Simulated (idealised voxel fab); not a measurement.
Process module heading - voxel lift off
We display cut, a cross-section 140 nm in width whose square cells are each 5 nm.
If you're reading a cross-section in this doc, picture square cells in a grid; it comes to you as bands, top ones listed first down to the bottom, and a band can be one or more rows of cells. This entry defines a band. It first specifies the height of the band's top and the height of its bottom in nm, and then specifies the band's materials from left to right, stating each material with its width in nm. The word "edge to edge" identifies a single material that fills the band from edge to edge, while the word "empty" identifies empty space. Ref level 0: as-received wafer is one material below here. Bottom band extends down with no lower bound ("from 0 down"). Quick explanation for "30..40": the width changes in equal steps down the rows of cells, from the first number in the band's top row to the second number in its bottom row. Take "stayed the same" at face value: in the step it is given for, the cross-section changed in none of its cells. Voids not open to the top, 8 cells minimum: see "Enclosed internal voids". Written width x height at distance; distance is from the left edge; nm. What comes after the settings on a step's line is commentary from the simulator itself on that step. The line of a step may include "overlay nm". On a step with a mask, this value is how far to the right of its planned place the mask lay. A negative value means the mask lay to the left.

Below is the list of planned process steps
1) RECEIVE | material Si
2) CONFORMAL_DEP | material Al2O3 | thk nm 5
3) PATTERN | tone open | mask id LINES | material resist | width nm 20 | pitch nm 35 | thk nm 25 | overlay nm 0
4) DIRECTIONAL_DEP | material Ru | thk nm 10
5) STRIP | etch materials resist
6) CONFORMAL_DEP | material SiCN | thk nm 10
The wafers are alike at the start. At step 2, their thk nm differs. The plan lists the first wafer's value.

Cross-section of the first of several wafers on receipt, reflecting completion of step 1
	from 0 down: Si edge to edge
	Enclosed internal voids: none

The figure below presents a cross-section of the first of several wafers at the conclusion of the module, following its last step, step 6
	from 25 to 15: empty (30), then SiCN (75), then empty (35)
	from 15 to 5: SiCN (40), then Ru (20), then SiCN (15), then Ru (20), then SiCN (45)
	from 5 to 0: Al2O3 edge to edge
	from 0 down: Si edge to edge
	Enclosed internal voids: none

Last wafer x-sec, end of module
	from 45 to 35: empty (30), then SiCN (75), then empty (35)
	from 35 to 25: SiCN (40), then Ru (20), then SiCN (15), then Ru (20), then SiCN (45)
	from 25 to 0: Al2O3 edge to edge
	from 0 down: Si edge to edge
	Enclosed internal voids: none

Per wafer, end of module: cells gained (+) or lost (-) per material since receipt, then closed voids
thk nm 5; +28 Al2O3; +16 Ru; +70 SiCN; Enclosed internal voids: none
thk nm 10; +56 Al2O3; +16 Ru; +70 SiCN; Enclosed internal voids: none
thk nm 15; +84 Al2O3; +16 Ru; +70 SiCN; Enclosed internal voids: none
thk nm 20; +112 Al2O3; +16 Ru; +70 SiCN; Enclosed internal voids: none
thk nm 25; +140 Al2O3; +16 Ru; +70 SiCN; Enclosed internal voids: none
